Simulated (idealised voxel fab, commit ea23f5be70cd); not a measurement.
process module | voxel capacitor over wiring
cross-section cut | 295 nm wide | cells 5 nm
A cross-section is a grid of square cells, given in bands from the top down. A band is one or more rows of cells.
Each band's line starts with the height of the band's top and of its bottom, in nm. Then come its materials from left to right, each with its width in nm. One material with "throughout" fills the band from edge to edge. "air" is empty space.
Height 0 is the level under which the wafer as received is all one material. The lowest band goes on downwards, as in "0 down".
A width such as "30 to 40" changes by the same amount from each row of cells to the next, from the band's top row to its bottom row.
"no change" after a step means that no cell of the cross-section changed.
closed voids: empty space of 8 cells or more with no open way to the top, each as width x height at its distance from the left edge, in nm
after a step's settings: what the simulator itself notes on the step
overlay nm, on a step with a mask: how far to the right of its planned place the mask lay; to the left if negative
plan
1 op RECEIVE | material Si
2 op CONFORMAL_DEP | material SiO2 | thk nm 15
3 op DIRECTIONAL_DEP | material TiN | thk nm 5
4 op DIRECTIONAL_DEP | material W | thk nm 25
5 op MASKED_ETCH | tone cover | mask id METAL_1 | width nm 25 | pitch nm 90 | etch materials W | depth nm 25 | overlay nm 0
6 op MASKED_ETCH | tone cover | mask id METAL_1 | width nm 25 | pitch nm 90 | etch materials TiN | depth nm 5 | overlay nm -15
7 op FILL_DEP | material SiO2 | thk nm 5
8 op CMP | height nm 45
9 op CONFORMAL_DEP | material SiCN | thk nm 5
10 op DIRECTIONAL_DEP | material SiO2 | thk nm 10
11 op PATTERN | tone open | mask id PLUG_1 | material resist | width nm 15 | thk nm 15 | overlay nm 0
12 op DIRECTIONAL_ETCH | etch materials SiO2 | depth nm 10
13 op DIRECTIONAL_ETCH | etch materials SiCN | depth nm 5
14 op STRIP | etch materials resist
15 op EPI | material Ru | thk nm 10
16 op EPI | material Ru | thk nm 5
17 op DIRECTIONAL_DEP | material TiN | thk nm 5
18 op DIRECTIONAL_DEP | material Al2O3 | thk nm 5
19 op DIRECTIONAL_DEP | material TiN | thk nm 10
20 op PATTERN | tone cover | mask id UPPER_PLATE | material resist | width nm 70 | thk nm 15 | overlay nm 0
21 op DIRECTIONAL_ETCH | etch materials TiN | depth nm 10
22 op DIRECTIONAL_ETCH | etch materials Al2O3 | depth nm 5
23 op STRIP | etch materials resist
24 op MASKED_ETCH | tone cover | mask id LOWER_PLATE | width nm 80 | etch materials TiN | depth nm 5 | overlay nm 0
25 op FILL_DEP | material SiO2 | thk nm 20
26 op CMP | height nm 95
27 op PATTERN | tone open | mask id PLUG_2 | material resist | width nm 15 | thk nm 15 | overlay nm 0
28 op DIRECTIONAL_ETCH | etch materials SiO2 | depth nm 15
29 op STRIP | etch materials resist
30 op CONFORMAL_DEP | material TiN | thk nm 5
31 op FILL_DEP | material Cu | thk nm 10
32 op CMP | height nm 95
33 op CONFORMAL_DEP | material SiCN | thk nm 5
varied across the wafers: overlay nm of step 6. The plan shows the first wafer's value. All wafers start alike
first wafer as received, after step 1
  0 down: Si throughout
  closed voids: none
first wafer at the end, after step 33
  100 to 95: SiCN throughout
  95 to 85: SiO2 110 | TiN 5 | Cu 5 | TiN 5 | SiO2 170
  85 to 80: SiO2 110 | TiN 15 | SiO2 170
  80 to 70: SiO2 100 | TiN 70 | SiO2 125
  70 to 65: SiO2 100 | Al2O3 70 | SiO2 125
  65 to 60: SiO2 95 | TiN 80 | SiO2 120
  60 to 50: SiO2 100 | Ru 15 | SiO2 180
  50 to 45: SiCN 100 | Ru 15 | SiCN 180
  45 to 20: SiO2 90 | W 25 | SiO2 65 | W 25 | SiO2 90
  20 to 15: SiO2 75 | TiN 40 | SiO2 50 | TiN 40 | SiO2 90
  15 to 0: SiO2 throughout
  0 down: Si throughout
  closed voids: none
last wafer at the end
  100 to 95: SiCN throughout
  95 to 85: SiO2 110 | TiN 5 | Cu 5 | TiN 5 | SiO2 170
  85 to 80: SiO2 110 | TiN 15 | SiO2 170
  80 to 70: SiO2 100 | TiN 70 | SiO2 125
  70 to 65: SiO2 100 | Al2O3 70 | SiO2 125
  65 to 60: SiO2 95 | TiN 80 | SiO2 120
  60 to 50: SiO2 100 | Ru 15 | SiO2 180
  50 to 45: SiCN 100 | Ru 15 | SiCN 180
  45 to 20: SiO2 90 | W 25 | SiO2 65 | W 25 | SiO2 90
  20 to 15: SiO2 90 | TiN 40 | SiO2 50 | TiN 40 | SiO2 75
  15 to 0: SiO2 throughout
  0 down: Si throughout
  closed voids: none
each wafer at the end: cells of each material gained (+) or lost (-) since it was received, then its closed voids
overlay nm -15 | +14 Al2O3 | +2 Cu | +9 Ru | +115 SiCN | +923 SiO2 | +67 TiN | +50 W | closed voids: none
overlay nm -10 | +14 Al2O3 | +2 Cu | +9 Ru | +115 SiCN | +925 SiO2 | +65 TiN | +50 W | closed voids: none
overlay nm -5 | +14 Al2O3 | +2 Cu | +9 Ru | +115 SiCN | +927 SiO2 | +63 TiN | +50 W | closed voids: none
overlay nm 0 | +14 Al2O3 | +2 Cu | +9 Ru | +115 SiCN | +929 SiO2 | +61 TiN | +50 W | closed voids: none
overlay nm 5 | +14 Al2O3 | +2 Cu | +9 Ru | +115 SiCN | +927 SiO2 | +63 TiN | +50 W | closed voids: none
overlay nm 10 | +14 Al2O3 | +2 Cu | +9 Ru | +115 SiCN | +925 SiO2 | +65 TiN | +50 W | closed voids: none
overlay nm 15 | +14 Al2O3 | +2 Cu | +9 Ru | +115 SiCN | +923 SiO2 | +67 TiN | +50 W | closed voids: none
